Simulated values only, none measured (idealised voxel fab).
The following is a process module called voxel self aligned vias.
FYI the section here is cut, 230 nm wide, cells are 5 nm squares.
Cross-section = grid of square cells, listed top down in bands; band = one or more rows. Band: top height; bottom height; in nm. Then, left to right: material with width in nm, for each material. "edge to edge": a single material spanning edge to edge. "air": empty space. Measure heights from 0. That's the level where, below it, the as-received wafer is all one material. The lowest band is bottomless and extends downward; write it as in "z 0 and below". It should be noted that a width expressed as "30 to 40" varies in equal increments from row to row of cells within the band, taking the value of the first number at the top row and that of the second number at the bottom row. The cross-section has no changed cell in any step marked "nothing different". The entry titled "Cavities, sealed" provides the empty spaces that have no open way to the top, restricted to those of 8 cells or more. Each is presented as width x height at distance, the distance being measured from the left edge, with all three in nm. Whatever follows a step's settings on its line is a remark the simulator itself makes about that step. A step line may carry the setting "overlay nm", which, for steps involving a mask, states the distance by which the mask lay to the right of its intended position; negative values denote displacement to the left.

[The following list gives the planned process steps]
- 1: RECEIVE with material Si
- 2: CONFORMAL_DEP with material SiO2, thk nm 10
- 3: CONFORMAL_DEP with material SiCN, thk nm 5
- 4: DIRECTIONAL_DEP with material SiO2, thk nm 30
- 5: DIRECTIONAL_DEP with material aC, thk nm 10
- 6: PATTERN with tone open, mask id LINES, material resist, width nm 20, pitch nm 55, thk nm 30, overlay nm 0
- 7: DIRECTIONAL_ETCH with etch materials aC, depth nm 10
- 8: STRIP with etch materials resist
- 9: DIRECTIONAL_ETCH with etch materials SiO2, depth nm 30
- 10: STRIP with etch materials aC
- 11: CONFORMAL_DEP with material TiN, thk nm 5
- 12: FILL_DEP with material Ru, thk nm 5
- 13: CMP with height nm 45
- 14: SELECTIVE_ETCH with etch materials W Ru TiN, depth nm 10
- 15: FILL_DEP with material SiN, thk nm 10
- 16: CMP with height nm 45
- 17: DIRECTIONAL_DEP with material SiO2, thk nm 20
- 18: PATTERN with tone open, mask id VIAS, material resist, width nm 40, pitch nm 110, thk nm 20, overlay nm 0
- 19: DIRECTIONAL_ETCH with etch materials SiO2, depth nm 20
- 20: DIRECTIONAL_ETCH with etch materials SiN, depth nm 10
- 21: STRIP with etch materials resist
- 22: CONFORMAL_DEP with material TiN, thk nm 5
- 23: FILL_DEP with material Cu, thk nm 10
- 24: CMP with height nm 65
- 25: CONFORMAL_DEP with material SiN, thk nm 5

[Wafer cross-section on receipt, i.e. after step 1]
z 0 and below: Si edge to edge
Cavities, sealed: none

[Starting structure and process plan are as shown above, but one mistake was made in running the module; the wafer cross-section at the end of the module follows]
z 70 to 65: SiN edge to edge
z 65 to 45: SiO2=40 / TiN=5 / Cu=30 / TiN=5 / SiO2=70 / TiN=5 / Cu=30 / TiN=5 / SiO2=40
z 45 to 40: SiN=40 / TiN=5 / Cu=30 / TiN=5 / SiN=70 / TiN=5 / Cu=30 / TiN=5 / SiN=40
z 40 to 35: SiN=40 / TiN=40 / SiN=70 / TiN=40 / SiN=40
z 35 to 10: SiO2=50 / TiN=5 / Ru=10 / TiN=5 / SiO2=35 / TiN=5 / Ru=10 / TiN=5 / SiO2=35 / TiN=5 / Ru=10 / TiN=5 / SiO2=50
z 10 to 5: SiO2=50 / TiN=20 / SiO2=35 / TiN=20 / SiO2=35 / TiN=20 / SiO2=50
z 5 to 0: SiCN edge to edge
z 0 and below: Si edge to edge
Cavities, sealed: none
It is concluded that the wafer was processed incorrectly with respect to the plan, in that the run left out plan step 2 entirely, so it was never executed
